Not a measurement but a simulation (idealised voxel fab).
The process module presented herein is designated voxel transistor to metal.
Xsec cut, 285 nm wide, square cell size 5 nm.
In this document a cross-section is written as a grid of square cells. It is given as a series of bands, listed from the top down, and a band is one or more rows of cells. First you get the band's top height and its bottom height, in nm, and then the materials it's made of, left to right, with each width in nm. If you see a single material with "everywhere", that one covers the band edge to edge. "empty" is empty space. Heights are expressed relative to 0, this being the level below which the as-received wafer comprises one material exclusively. The lowest band is unbounded in the downward direction and is denoted as in "0 -> down". It should be noted that a width expressed as "30->40" varies in equal increments from row to row of cells within the band, taking the value of the first number at the top row and that of the second number at the bottom row. When a step is marked "nothing different", none of the cells in the cross-section changed during that step. In the "Sealed void listing" entry, you get each enclosed empty space of 8 cells or more, one with no open way to the top, written width x height at distance, distance from the left edge, in nm. Heads up: the bit after the settings on a step's line is the simulator's remark on that step. For masked steps, "overlay nm" on the step line gives how far right of plan the mask actually lay; a minus sign means it lay to the left.

Below is the list of planned process steps
1. op RECEIVE | material Si
2. op CONFORMAL_DEP | material SiO2 | thk nm 5
3. op CONFORMAL_DEP | material SiN | thk nm 10
4. op DIRECTIONAL_DEP | material aC | thk nm 10
5. op PATTERN | tone cover | mask id ACTIVE | material resist | width nm 100 | pitch nm 130 | thk nm 25 | overlay nm 0
6. op DIRECTIONAL_ETCH | etch materials aC | depth nm 10
7. op STRIP | etch materials resist
8. op DIRECTIONAL_ETCH | etch materials SiN | depth nm 10
9. op DIRECTIONAL_ETCH | etch materials SiO2 | depth nm 5
10. op DIRECTIONAL_ETCH | etch materials Si | depth nm 35
11. op STRIP | etch materials aC
12. op FILL_DEP | material SiO2 | thk nm 15
13. op CMP | height nm 15
14. op SELECTIVE_ETCH | etch materials SiO2 | depth nm 10
15. op STRIP | etch materials SiN
16. op SELECTIVE_ETCH | etch materials SiO2 | depth nm 5
17. op OXIDIZE | depth nm 5
18. op DIRECTIONAL_DEP | material polySi | thk nm 20
19. op DIRECTIONAL_DEP | material SiCN | thk nm 15
20. op DIRECTIONAL_DEP | material aC | thk nm 10
21. op PATTERN | tone cover | mask id GATE | material resist | width nm 20 | pitch nm 130 | thk nm 25 | overlay nm 0
22. op DIRECTIONAL_ETCH | etch materials aC | depth nm 10
23. op STRIP | etch materials resist
24. op DIRECTIONAL_ETCH | etch materials SiCN | depth nm 25
25. op DIRECTIONAL_ETCH | etch materials polySi | depth nm 30
26. op STRIP | etch materials aC
27. op CONFORMAL_DEP | material SiO2 | thk nm 5
28. op DIRECTIONAL_ETCH | etch materials SiO2 | depth nm 5
29. op CONFORMAL_DEP | material SiN | thk nm 10
30. op DIRECTIONAL_ETCH | etch materials SiN | depth nm 10
31. op DIRECTIONAL_ETCH | etch materials SiO2 | depth nm 5
32. op DIRECTIONAL_ETCH | etch materials Si | depth nm 15
33. op EPI | material nSi | thk nm 20
34. op FILL_DEP | material SiO2 | thk nm 10
35. op CMP | height nm 35
36. op DIRECTIONAL_DEP | material SiO2 | thk nm 15
37. op PATTERN | tone open | mask id CONTACT | material resist | width nm 15 | thk nm 20 | overlay nm 0
38. op DIRECTIONAL_ETCH | etch materials SiO2 | depth nm 35
39. op STRIP | etch materials resist
40. op CONFORMAL_DEP | material TiN | thk nm 5
41. op FILL_DEP | material Ru | thk nm 5
42. op CMP | height nm 50
43. op DIRECTIONAL_DEP | material TiN | thk nm 5
44. op DIRECTIONAL_DEP | material Ru | thk nm 25
45. op MASKED_ETCH | tone cover | mask id METAL_1 | width nm 15 | etch materials Ru | depth nm 25 | overlay nm 0
46. op MASKED_ETCH | tone cover | mask id METAL_1 | width nm 15 | etch materials TiN | depth nm 5 | overlay nm 0
47. op CONFORMAL_DEP | material SiN | thk nm 5
48. op FILL_DEP | material lowk | thk nm 10
49. op CMP | height nm 80
50. op CONFORMAL_DEP | material SiCN | thk nm 5

First of the two wafers, run per plan

As received (post step 1): cross-section
    0 -> down  Si everywhere
    Sealed void listing: none

Wafer xsec, post step 2
    5 -> 0  SiO2 everywhere
    Lower than 0, everything is as it was.

Wafer xsec, post step 3
    15 -> 5  SiN everywhere
    Lower than 5, everything is as it was.

Wafer xsec, post step 4
    25 -> 15  aC everywhere
    Lower than 15, everything is as it was.

Wafer xsec, post step 5
    50 -> 25  25 empty, then 100 resist, then 30 empty, then 100 resist, then 30 empty
    Lower than 25, everything is as it was.

Wafer xsec, post step 6
    40 -> 25  25 empty, then 100 resist, then 30 empty, then 100 resist, then 30 empty
    25 -> 15  25 empty, then 100 aC, then 30 empty, then 100 aC, then 30 empty
    Lower than 15, everything is as it was.

Wafer xsec, post step 7
    25 -> 15  25 empty, then 100 aC, then 30 empty, then 100 aC, then 30 empty
    Lower than 15, everything is as it was.

Wafer xsec, post step 8
    25 -> 15  25 empty, then 100 aC, then 30 empty, then 100 aC, then 30 empty
    15 -> 5  25 empty, then 100 SiN, then 30 empty, then 100 SiN, then 30 empty
    Lower than 5, everything is as it was.

Wafer xsec, post step 9
    25 -> 15  25 empty, then 100 aC, then 30 empty, then 100 aC, then 30 empty
    15 -> 5  25 empty, then 100 SiN, then 30 empty, then 100 SiN, then 30 empty
    5 -> 0  25 empty, then 100 SiO2, then 30 empty, then 100 SiO2, then 30 empty
    Lower than 0, everything is as it was.

Wafer xsec, post step 10
    25 -> 15  25 empty, then 100 aC, then 30 empty, then 100 aC, then 30 empty
    15 -> 5  25 empty, then 100 SiN, then 30 empty, then 100 SiN, then 30 empty
    5 -> 0  25 empty, then 100 SiO2, then 30 empty, then 100 SiO2, then 30 empty
    0 -> -35  25 empty, then 100 Si, then 30 empty, then 100 Si, then 30 empty
    Lower than -35, everything is as it was.

Wafer xsec, post step 11
    15 -> 5  25 empty, then 100 SiN, then 30 empty, then 100 SiN, then 30 empty
    Lower than 5, everything is as it was.

Wafer xsec, post step 12
    30 -> 15  SiO2 everywhere
    15 -> 5  25 SiO2, then 100 SiN, then 30 SiO2, then 100 SiN, then 30 SiO2
    5 -> 0  SiO2 everywhere
    0 -> -35  25 SiO2, then 100 Si, then 30 SiO2, then 100 Si, then 30 SiO2
    Lower than -35, everything is as it was.

Wafer xsec, post step 13
    15 -> 5  25 SiO2, then 100 SiN, then 30 SiO2, then 100 SiN, then 30 SiO2
    Lower than 5, everything is as it was.

Wafer xsec, post step 14
    15 -> 5  25 empty, then 100 SiN, then 30 empty, then 100 SiN, then 30 empty
    Lower than 5, everything is as it was.

Wafer xsec, post step 15
    5 -> 0  SiO2 everywhere
    Lower than 0, everything is as it was.

Wafer xsec, post step 16
    0 -> -35  25 SiO2, then 100 Si, then 30 SiO2, then 100 Si, then 30 SiO2
    Lower than -35, everything is as it was.

Wafer xsec, post step 17
    0 -> -5  SiO2 everywhere
    Lower than -5, everything is as it was.

Wafer xsec, post step 18
    20 -> 0  polySi everywhere
    Lower than 0, everything is as it was.

Wafer xsec, post step 19
    35 -> 20  SiCN everywhere
    Lower than 20, everything is as it was.

Wafer xsec, post step 20
    45 -> 35  aC everywhere
    Lower than 35, everything is as it was.

Wafer xsec, post step 21
    70 -> 45  65 empty, then 20 resist, then 110 empty, then 20 resist, then 70 empty
    Lower than 45, everything is as it was.

Wafer xsec, post step 22
    60 -> 45  65 empty, then 20 resist, then 110 empty, then 20 resist, then 70 empty
    45 -> 35  65 empty, then 20 aC, then 110 empty, then 20 aC, then 70 empty
    Lower than 35, everything is as it was.

Wafer xsec, post step 23
    45 -> 35  65 empty, then 20 aC, then 110 empty, then 20 aC, then 70 empty
    Lower than 35, everything is as it was.

Wafer xsec, post step 24
    45 -> 35  65 empty, then 20 aC, then 110 empty, then 20 aC, then 70 empty
    35 -> 20  65 empty, then 20 SiCN, then 110 empty, then 20 SiCN, then 70 empty
    Lower than 20, everything is as it was.

Wafer xsec, post step 25
    45 -> 35  65 empty, then 20 aC, then 110 empty, then 20 aC, then 70 empty
    35 -> 20  65 empty, then 20 SiCN, then 110 empty, then 20 SiCN, then 70 empty
    20 -> 0  65 empty, then 20 polySi, then 110 empty, then 20 polySi, then 70 empty
    Lower than 0, everything is as it was.

Wafer xsec, post step 26
    35 -> 20  65 empty, then 20 SiCN, then 110 empty, then 20 SiCN, then 70 empty
    Lower than 20, everything is as it was.

Wafer xsec, post step 27
    40 -> 35  60 empty, then 30 SiO2, then 100 empty, then 30 SiO2, then 65 empty
    35 -> 20  60 empty, then 5 SiO2, then 20 SiCN, then 5 SiO2, then 100 empty, then 5 SiO2, then 20 SiCN, then 5 SiO2, then 65 empty
    20 -> 5  60 empty, then 5 SiO2, then 20 polySi, then 5 SiO2, then 100 empty, then 5 SiO2, then 20 polySi, then 5 SiO2, then 65 empty
    5 -> 0  65 SiO2, then 20 polySi, then 110 SiO2, then 20 polySi, then 70 SiO2
    Lower than 0, everything is as it was.

Wafer xsec, post step 28
    35 -> 20  60 empty, then 5 SiO2, then 20 SiCN, then 5 SiO2, then 100 empty, then 5 SiO2, then 20 SiCN, then 5 SiO2, then 65 empty
    20 -> 0  60 empty, then 5 SiO2, then 20 polySi, then 5 SiO2, then 100 empty, then 5 SiO2, then 20 polySi, then 5 SiO2, then 65 empty
    Lower than 0, everything is as it was.

Wafer xsec, post step 29
    45 -> 35  50 empty, then 50 SiN, then 80 empty, then 50 SiN, then 55 empty
    35 -> 20  50 empty, then 10 SiN, then 5 SiO2, then 20 SiCN, then 5 SiO2, then 10 SiN, then 80 empty, then 10 SiN, then 5 SiO2, then 20 SiCN, then 5 SiO2, then 10 SiN, then 55 empty
    20 -> 10  50 empty, then 10 SiN, then 5 SiO2, then 20 polySi, then 5 SiO2, then 10 SiN, then 80 empty, then 10 SiN, then 5 SiO2, then 20 polySi, then 5 SiO2, then 10 SiN, then 55 empty
    10 -> 0  60 SiN, then 5 SiO2, then 20 polySi, then 5 SiO2, then 100 SiN, then 5 SiO2, then 20 polySi, then 5 SiO2, then 65 SiN
    Lower than 0, everything is as it was.

Wafer xsec, post step 30
    35 -> 20  50 empty, then 10 SiN, then 5 SiO2, then 20 SiCN, then 5 SiO2, then 10 SiN, then 80 empty, then 10 SiN, then 5 SiO2, then 20 SiCN, then 5 SiO2, then 10 SiN, then 55 empty
    20 -> 0  50 empty, then 10 SiN, then 5 SiO2, then 20 polySi, then 5 SiO2, then 10 SiN, then 80 empty, then 10 SiN, then 5 SiO2, then 20 polySi, then 5 SiO2, then 10 SiN, then 55 empty
    Lower than 0, everything is as it was.

Wafer xsec, post step 31
    35 -> 30  50 empty, then 10 SiN, then 5 empty, then 20 SiCN, then 5 empty, then 10 SiN, then 80 empty, then 10 SiN, then 5 empty, then 20 SiCN, then 5 empty, then 10 SiN, then 55 empty
    30 -> 20  50 empty, then 10 SiN, then 5 SiO2, then 20 SiCN, then 5 SiO2, then 10 SiN, then 80 empty, then 10 SiN, then 5 SiO2, then 20 SiCN, then 5 SiO2, then 10 SiN, then 55 empty
    20 -> 0  50 empty, then 10 SiN, then 5 SiO2, then 20 polySi, then 5 SiO2, then 10 SiN, then 80 empty, then 10 SiN, then 5 SiO2, then 20 polySi, then 5 SiO2, then 10 SiN, then 55 empty
    0 -> -5  50 empty, then 50 SiO2, then 80 empty, then 50 SiO2, then 55 empty
    Lower than -5, everything is as it was.

Wafer xsec, post step 32
    35 -> 30  50 empty, then 10 SiN, then 5 empty, then 20 SiCN, then 5 empty, then 10 SiN, then 80 empty, then 10 SiN, then 5 empty, then 20 SiCN, then 5 empty, then 10 SiN, then 55 empty
    30 -> 20  50 empty, then 10 SiN, then 5 SiO2, then 20 SiCN, then 5 SiO2, then 10 SiN, then 80 empty, then 10 SiN, then 5 SiO2, then 20 SiCN, then 5 SiO2, then 10 SiN, then 55 empty
    20 -> 0  50 empty, then 10 SiN, then 5 SiO2, then 20 polySi, then 5 SiO2, then 10 SiN, then 80 empty, then 10 SiN, then 5 SiO2, then 20 polySi, then 5 SiO2, then 10 SiN, then 55 empty
    0 -> -5  50 empty, then 50 SiO2, then 80 empty, then 50 SiO2, then 55 empty
    -5 -> -20  25 SiO2, then 25 empty, then 50 Si, then 25 empty, then 30 SiO2, then 25 empty, then 50 Si, then 25 empty, then 30 SiO2
    Lower than -20, everything is as it was.

Wafer xsec, post step 33
    35 -> 30  50 empty, then 10 SiN, then 5 empty, then 20 SiCN, then 5 empty, then 10 SiN, then 80 empty, then 10 SiN, then 5 empty, then 20 SiCN, then 5 empty, then 10 SiN, then 55 empty
    30 -> 20  50 empty, then 10 SiN, then 5 SiO2, then 20 SiCN, then 5 SiO2, then 10 SiN, then 80 empty, then 10 SiN, then 5 SiO2, then 20 SiCN, then 5 SiO2, then 10 SiN, then 55 empty
    20 -> 15  50 empty, then 10 SiN, then 5 SiO2, then 20 polySi, then 5 SiO2, then 10 SiN, then 80 empty, then 10 SiN, then 5 SiO2, then 20 polySi, then 5 SiO2, then 10 SiN, then 55 empty
    15 -> 0  30 empty, then 20 nSi, then 10 SiN, then 5 SiO2, then 20 polySi, then 5 SiO2, then 10 SiN, then 20 nSi, then 40 empty, then 20 nSi, then 10 SiN, then 5 SiO2, then 20 polySi, then 5 SiO2, then 10 SiN, then 20 nSi, then 35 empty
    0 -> -5  20 empty, then 30 nSi, then 50 SiO2, then 30 nSi, then 20 empty, then 30 nSi, then 50 SiO2, then 30 nSi, then 25 empty
    -5 -> -20  25 SiO2, then 25 nSi, then 50 Si, then 25 nSi, then 30 SiO2, then 25 nSi, then 50 Si, then 25 nSi, then 30 SiO2
    Lower than -20, everything is as it was.

Wafer xsec, post step 34
    45 -> 35  SiO2 everywhere
    35 -> 20  50 SiO2, then 10 SiN, then 5 SiO2, then 20 SiCN, then 5 SiO2, then 10 SiN, then 80 SiO2, then 10 SiN, then 5 SiO2, then 20 SiCN, then 5 SiO2, then 10 SiN, then 55 SiO2
    20 -> 15  50 SiO2, then 10 SiN, then 5 SiO2, then 20 polySi, then 5 SiO2, then 10 SiN, then 80 SiO2, then 10 SiN, then 5 SiO2, then 20 polySi, then 5 SiO2, then 10 SiN, then 55 SiO2
    15 -> 0  30 SiO2, then 20 nSi, then 10 SiN, then 5 SiO2, then 20 polySi, then 5 SiO2, then 10 SiN, then 20 nSi, then 40 SiO2, then 20 nSi, then 10 SiN, then 5 SiO2, then 20 polySi, then 5 SiO2, then 10 SiN, then 20 nSi, then 35 SiO2
    0 -> -5  20 SiO2, then 30 nSi, then 50 SiO2, then 30 nSi, then 20 SiO2, then 30 nSi, then 50 SiO2, then 30 nSi, then 25 SiO2
    Lower than -5, everything is as it was.

Wafer xsec, post step 35
    35 -> 20  50 SiO2, then 10 SiN, then 5 SiO2, then 20 SiCN, then 5 SiO2, then 10 SiN, then 80 SiO2, then 10 SiN, then 5 SiO2, then 20 SiCN, then 5 SiO2, then 10 SiN, then 55 SiO2
    Lower than 20, everything is as it was.

Wafer xsec, post step 36
    50 -> 35  SiO2 everywhere
    Lower than 35, everything is as it was.

Wafer xsec, post step 37
    70 -> 50  30 resist, then 15 empty, then 60 resist, then 15 empty, then 40 resist, then 15 empty, then 60 resist, then 15 empty, then 35 resist
    Lower than 50, everything is as it was.

Wafer xsec, post step 38
    70 -> 50  30 resist, then 15 empty, then 60 resist, then 15 empty, then 40 resist, then 15 empty, then 60 resist, then 15 empty, then 35 resist
    50 -> 35  30 SiO2, then 15 empty, then 60 SiO2, then 15 empty, then 40 SiO2, then 15 empty, then 60 SiO2, then 15 empty, then 35 SiO2
    35 -> 20  30 SiO2, then 15 empty, then 5 SiO2, then 10 SiN, then 5 SiO2, then 20 SiCN, then 5 SiO2, then 10 SiN, then 5 SiO2, then 15 empty, then 40 SiO2, then 15 empty, then 5 SiO2, then 10 SiN, then 5 SiO2, then 20 SiCN, then 5 SiO2, then 10 SiN, then 5 SiO2, then 15 empty, then 35 SiO2
    20 -> 15  30 SiO2, then 15 empty, then 5 SiO2, then 10 SiN, then 5 SiO2, then 20 polySi, then 5 SiO2, then 10 SiN, then 5 SiO2, then 15 empty, then 40 SiO2, then 15 empty, then 5 SiO2, then 10 SiN, then 5 SiO2, then 20 polySi, then 5 SiO2, then 10 SiN, then 5 SiO2, then 15 empty, then 35 SiO2
    Lower than 15, everything is as it was.

Wafer xsec, post step 39
    50 -> 35  30 SiO2, then 15 empty, then 60 SiO2, then 15 empty, then 40 SiO2, then 15 empty, then 60 SiO2, then 15 empty, then 35 SiO2
    Lower than 35, everything is as it was.

Wafer xsec, post step 40
    55 -> 50  35 TiN, then 5 empty, then 70 TiN, then 5 empty, then 50 TiN, then 5 empty, then 70 TiN, then 5 empty, then 40 TiN
    50 -> 35  30 SiO2, then 5 TiN, then 5 empty, then 5 TiN, then 60 SiO2, then 5 TiN, then 5 empty, then 5 TiN, then 40 SiO2, then 5 TiN, then 5 empty, then 5 TiN, then 60 SiO2, then 5 TiN, then 5 empty, then 5 TiN, then 35 SiO2
    35 -> 20  30 SiO2, then 5 TiN, then 5 empty, then 5 TiN, then 5 SiO2, then 10 SiN, then 5 SiO2, then 20 SiCN, then 5 SiO2, then 10 SiN, then 5 SiO2, then 5 TiN, then 5 empty, then 5 TiN, then 40 SiO2, then 5 TiN, then 5 empty, then 5 TiN, then 5 SiO2, then 10 SiN, then 5 SiO2, then 20 SiCN, then 5 SiO2, then 10 SiN, then 5 SiO2, then 5 TiN, then 5 empty, then 5 TiN, then 35 SiO2
    20 -> 15  30 SiO2, then 15 TiN, then 5 SiO2, then 10 SiN, then 5 SiO2, then 20 polySi, then 5 SiO2, then 10 SiN, then 5 SiO2, then 15 TiN, then 40 SiO2, then 15 TiN, then 5 SiO2, then 10 SiN, then 5 SiO2, then 20 polySi, then 5 SiO2, then 10 SiN, then 5 SiO2, then 15 TiN, then 35 SiO2
    Lower than 15, everything is as it was.

Wafer xsec, post step 41
    60 -> 55  Ru everywhere
    55 -> 50  35 TiN, then 5 Ru, then 70 TiN, then 5 Ru, then 50 TiN, then 5 Ru, then 70 TiN, then 5 Ru, then 40 TiN
    50 -> 35  30 SiO2, then 5 TiN, then 5 Ru, then 5 TiN, then 60 SiO2, then 5 TiN, then 5 Ru, then 5 TiN, then 40 SiO2, then 5 TiN, then 5 Ru, then 5 TiN, then 60 SiO2, then 5 TiN, then 5 Ru, then 5 TiN, then 35 SiO2
    35 -> 20  30 SiO2, then 5 TiN, then 5 Ru, then 5 TiN, then 5 SiO2, then 10 SiN, then 5 SiO2, then 20 SiCN, then 5 SiO2, then 10 SiN, then 5 SiO2, then 5 TiN, then 5 Ru, then 5 TiN, then 40 SiO2, then 5 TiN, then 5 Ru, then 5 TiN, then 5 SiO2, then 10 SiN, then 5 SiO2, then 20 SiCN, then 5 SiO2, then 10 SiN, then 5 SiO2, then 5 TiN, then 5 Ru, then 5 TiN, then 35 SiO2
    Lower than 20, everything is as it was.

Wafer xsec, post step 42
    50 -> 35  30 SiO2, then 5 TiN, then 5 Ru, then 5 TiN, then 60 SiO2, then 5 TiN, then 5 Ru, then 5 TiN, then 40 SiO2, then 5 TiN, then 5 Ru, then 5 TiN, then 60 SiO2, then 5 TiN, then 5 Ru, then 5 TiN, then 35 SiO2
    Lower than 35, everything is as it was.

Wafer xsec, post step 43
    55 -> 50  TiN everywhere
    Lower than 50, everything is as it was.

Wafer xsec, post step 44
    80 -> 55  Ru everywhere
    Lower than 55, everything is as it was.

Wafer xsec, post step 45
    80 -> 55  30 empty, then 15 Ru, then 60 empty, then 15 Ru, then 40 empty, then 15 Ru, then 60 empty, then 15 Ru, then 35 empty
    Lower than 55, everything is as it was.

Wafer xsec, post step 46
    80 -> 55  30 empty, then 15 Ru, then 60 empty, then 15 Ru, then 40 empty, then 15 Ru, then 60 empty, then 15 Ru, then 35 empty
    55 -> 50  30 empty, then 15 TiN, then 60 empty, then 15 TiN, then 40 empty, then 15 TiN, then 60 empty, then 15 TiN, then 35 empty
    Lower than 50, everything is as it was.

Wafer xsec, post step 47
    85 -> 80  25 empty, then 25 SiN, then 50 empty, then 25 SiN, then 30 empty, then 25 SiN, then 50 empty, then 25 SiN, then 30 empty
    80 -> 55  25 empty, then 5 SiN, then 15 Ru, then 5 SiN, then 50 empty, then 5 SiN, then 15 Ru, then 5 SiN, then 30 empty, then 5 SiN, then 15 Ru, then 5 SiN, then 50 empty, then 5 SiN, then 15 Ru, then 5 SiN, then 30 empty
    55 -> 50  30 SiN, then 15 TiN, then 60 SiN, then 15 TiN, then 40 SiN, then 15 TiN, then 60 SiN, then 15 TiN, then 35 SiN
    Lower than 50, everything is as it was.

Wafer xsec, post step 48
    95 -> 85  lowk everywhere
    85 -> 80  25 lowk, then 25 SiN, then 50 lowk, then 25 SiN, then 30 lowk, then 25 SiN, then 50 lowk, then 25 SiN, then 30 lowk
    80 -> 55  25 lowk, then 5 SiN, then 15 Ru, then 5 SiN, then 50 lowk, then 5 SiN, then 15 Ru, then 5 SiN, then 30 lowk, then 5 SiN, then 15 Ru, then 5 SiN, then 50 lowk, then 5 SiN, then 15 Ru, then 5 SiN, then 30 lowk
    Lower than 55, everything is as it was.

Wafer xsec, post step 49
    80 -> 55  25 lowk, then 5 SiN, then 15 Ru, then 5 SiN, then 50 lowk, then 5 SiN, then 15 Ru, then 5 SiN, then 30 lowk, then 5 SiN, then 15 Ru, then 5 SiN, then 50 lowk, then 5 SiN, then 15 Ru, then 5 SiN, then 30 lowk
    Lower than 55, everything is as it was.

Wafer xsec, post step 50
    85 -> 80  SiCN everywhere
    Lower than 80, everything is as it was.

second wafer: like start, like plan, one mistake. Through step 36 it matches the first wafer

Cross-section of the second wafer at the time by which step 37 should have been completed according to the plan
    70 -> 50  40 resist, then 15 empty, then 60 resist, then 15 empty, then 40 resist, then 15 empty, then 60 resist, then 15 empty, then 25 resist
    Lower than 50, everything is as it was.

Cross-section of the second wafer at the time by which step 38 should have been completed according to the plan
    70 -> 50  40 resist, then 15 empty, then 60 resist, then 15 empty, then 40 resist, then 15 empty, then 60 resist, then 15 empty, then 25 resist
    50 -> 35  40 SiO2, then 15 empty, then 60 SiO2, then 15 empty, then 40 SiO2, then 15 empty, then 60 SiO2, then 15 empty, then 25 SiO2
    35 -> 20  40 SiO2, then 10 empty, then 10 SiN, then 5 SiO2, then 20 SiCN, then 5 SiO2, then 10 SiN, then 15 SiO2, then 15 empty, then 40 SiO2, then 10 empty, then 10 SiN, then 5 SiO2, then 20 SiCN, then 5 SiO2, then 10 SiN, then 15 SiO2, then 15 empty, then 25 SiO2
    20 -> 15  40 SiO2, then 10 empty, then 10 SiN, then 5 SiO2, then 20 polySi, then 5 SiO2, then 10 SiN, then 15 SiO2, then 15 empty, then 40 SiO2, then 10 empty, then 10 SiN, then 5 SiO2, then 20 polySi, then 5 SiO2, then 10 SiN, then 15 SiO2, then 15 empty, then 25 SiO2
    Lower than 15, everything is as it was.

Cross-section of the second wafer at the time by which step 39 should have been completed according to the plan
    50 -> 35  40 SiO2, then 15 empty, then 60 SiO2, then 15 empty, then 40 SiO2, then 15 empty, then 60 SiO2, then 15 empty, then 25 SiO2
    Lower than 35, everything is as it was.

Cross-section of the second wafer at the time by which step 40 should have been completed according to the plan
    55 -> 50  45 TiN, then 5 empty, then 70 TiN, then 5 empty, then 50 TiN, then 5 empty, then 70 TiN, then 5 empty, then 30 TiN
    50 -> 40  40 SiO2, then 5 TiN, then 5 empty, then 5 TiN, then 60 SiO2, then 5 TiN, then 5 empty, then 5 TiN, then 40 SiO2, then 5 TiN, then 5 empty, then 5 TiN, then 60 SiO2, then 5 TiN, then 5 empty, then 5 TiN, then 25 SiO2
    40 -> 35  40 SiO2, then 15 TiN, then 60 SiO2, then 5 TiN, then 5 empty, then 5 TiN, then 40 SiO2, then 15 TiN, then 60 SiO2, then 5 TiN, then 5 empty, then 5 TiN, then 25 SiO2
    35 -> 20  40 SiO2, then 10 TiN, then 10 SiN, then 5 SiO2, then 20 SiCN, then 5 SiO2, then 10 SiN, then 15 SiO2, then 5 TiN, then 5 empty, then 5 TiN, then 40 SiO2, then 10 TiN, then 10 SiN, then 5 SiO2, then 20 SiCN, then 5 SiO2, then 10 SiN, then 15 SiO2, then 5 TiN, then 5 empty, then 5 TiN, then 25 SiO2
    20 -> 15  40 SiO2, then 10 TiN, then 10 SiN, then 5 SiO2, then 20 polySi, then 5 SiO2, then 10 SiN, then 15 SiO2, then 15 TiN, then 40 SiO2, then 10 TiN, then 10 SiN, then 5 SiO2, then 20 polySi, then 5 SiO2, then 10 SiN, then 15 SiO2, then 15 TiN, then 25 SiO2
    Lower than 15, everything is as it was.

Cross-section of the second wafer at the time by which step 41 should have been completed according to the plan
    60 -> 55  Ru everywhere
    55 -> 50  45 TiN, then 5 Ru, then 70 TiN, then 5 Ru, then 50 TiN, then 5 Ru, then 70 TiN, then 5 Ru, then 30 TiN
    50 -> 40  40 SiO2, then 5 TiN, then 5 Ru, then 5 TiN, then 60 SiO2, then 5 TiN, then 5 Ru, then 5 TiN, then 40 SiO2, then 5 TiN, then 5 Ru, then 5 TiN, then 60 SiO2, then 5 TiN, then 5 Ru, then 5 TiN, then 25 SiO2
    40 -> 35  40 SiO2, then 15 TiN, then 60 SiO2, then 5 TiN, then 5 Ru, then 5 TiN, then 40 SiO2, then 15 TiN, then 60 SiO2, then 5 TiN, then 5 Ru, then 5 TiN, then 25 SiO2
    35 -> 20  40 SiO2, then 10 TiN, then 10 SiN, then 5 SiO2, then 20 SiCN, then 5 SiO2, then 10 SiN, then 15 SiO2, then 5 TiN, then 5 Ru, then 5 TiN, then 40 SiO2, then 10 TiN, then 10 SiN, then 5 SiO2, then 20 SiCN, then 5 SiO2, then 10 SiN, then 15 SiO2, then 5 TiN, then 5 Ru, then 5 TiN, then 25 SiO2
    Lower than 20, everything is as it was.

Cross-section of the second wafer at the time by which step 42 should have been completed according to the plan
    50 -> 40  40 SiO2, then 5 TiN, then 5 Ru, then 5 TiN, then 60 SiO2, then 5 TiN, then 5 Ru, then 5 TiN, then 40 SiO2, then 5 TiN, then 5 Ru, then 5 TiN, then 60 SiO2, then 5 TiN, then 5 Ru, then 5 TiN, then 25 SiO2
    Lower than 40, everything is as it was.

Cross-section of the second wafer at the time by which step 43 should have been completed according to the plan
    55 -> 50  TiN everywhere
    Lower than 50, everything is as it was.

Cross-section of the second wafer at the time by which step 44 should have been completed according to the plan
    80 -> 55  Ru everywhere
    Lower than 55, everything is as it was.

Cross-section of the second wafer at the time by which step 45 should have been completed according to the plan
    80 -> 55  30 empty, then 15 Ru, then 60 empty, then 15 Ru, then 40 empty, then 15 Ru, then 60 empty, then 15 Ru, then 35 empty
    Lower than 55, everything is as it was.

Cross-section of the second wafer at the time by which step 46 should have been completed according to the plan
    80 -> 55  30 empty, then 15 Ru, then 60 empty, then 15 Ru, then 40 empty, then 15 Ru, then 60 empty, then 15 Ru, then 35 empty
    55 -> 50  30 empty, then 15 TiN, then 60 empty, then 15 TiN, then 40 empty, then 15 TiN, then 60 empty, then 15 TiN, then 35 empty
    Lower than 50, everything is as it was.

Cross-section of the second wafer at the time by which step 47 should have been completed according to the plan
    85 -> 80  25 empty, then 25 SiN, then 50 empty, then 25 SiN, then 30 empty, then 25 SiN, then 50 empty, then 25 SiN, then 30 empty
    80 -> 55  25 empty, then 5 SiN, then 15 Ru, then 5 SiN, then 50 empty, then 5 SiN, then 15 Ru, then 5 SiN, then 30 empty, then 5 SiN, then 15 Ru, then 5 SiN, then 50 empty, then 5 SiN, then 15 Ru, then 5 SiN, then 30 empty
    55 -> 50  30 SiN, then 15 TiN, then 60 SiN, then 15 TiN, then 40 SiN, then 15 TiN, then 60 SiN, then 15 TiN, then 35 SiN
    Lower than 50, everything is as it was.

Cross-section of the second wafer at the time by which step 48 should have been completed according to the plan
    95 -> 85  lowk everywhere
    85 -> 80  25 lowk, then 25 SiN, then 50 lowk, then 25 SiN, then 30 lowk, then 25 SiN, then 50 lowk, then 25 SiN, then 30 lowk
    80 -> 55  25 lowk, then 5 SiN, then 15 Ru, then 5 SiN, then 50 lowk, then 5 SiN, then 15 Ru, then 5 SiN, then 30 lowk, then 5 SiN, then 15 Ru, then 5 SiN, then 50 lowk, then 5 SiN, then 15 Ru, then 5 SiN, then 30 lowk
    Lower than 55, everything is as it was.

Cross-section of the second wafer at the time by which step 49 should have been completed according to the plan
    80 -> 55  25 lowk, then 5 SiN, then 15 Ru, then 5 SiN, then 50 lowk, then 5 SiN, then 15 Ru, then 5 SiN, then 30 lowk, then 5 SiN, then 15 Ru, then 5 SiN, then 50 lowk, then 5 SiN, then 15 Ru, then 5 SiN, then 30 lowk
    Lower than 55, everything is as it was.

Cross-section of the second wafer at the time by which step 50 should have been completed according to the plan
    85 -> 80  SiCN everywhere
    Lower than 80, everything is as it was.
So what did we get wrong on this run? step 37 ran with different settings than intended, the actual operation and settings being op PATTERN | tone open | mask id CONTACT | material resist | width nm 15 | thk nm 20 | overlay nm 10
End of process, cell counts, second wafer against first, materials with more or fewer: 8 fewer of Ru | 8 more of SiO2
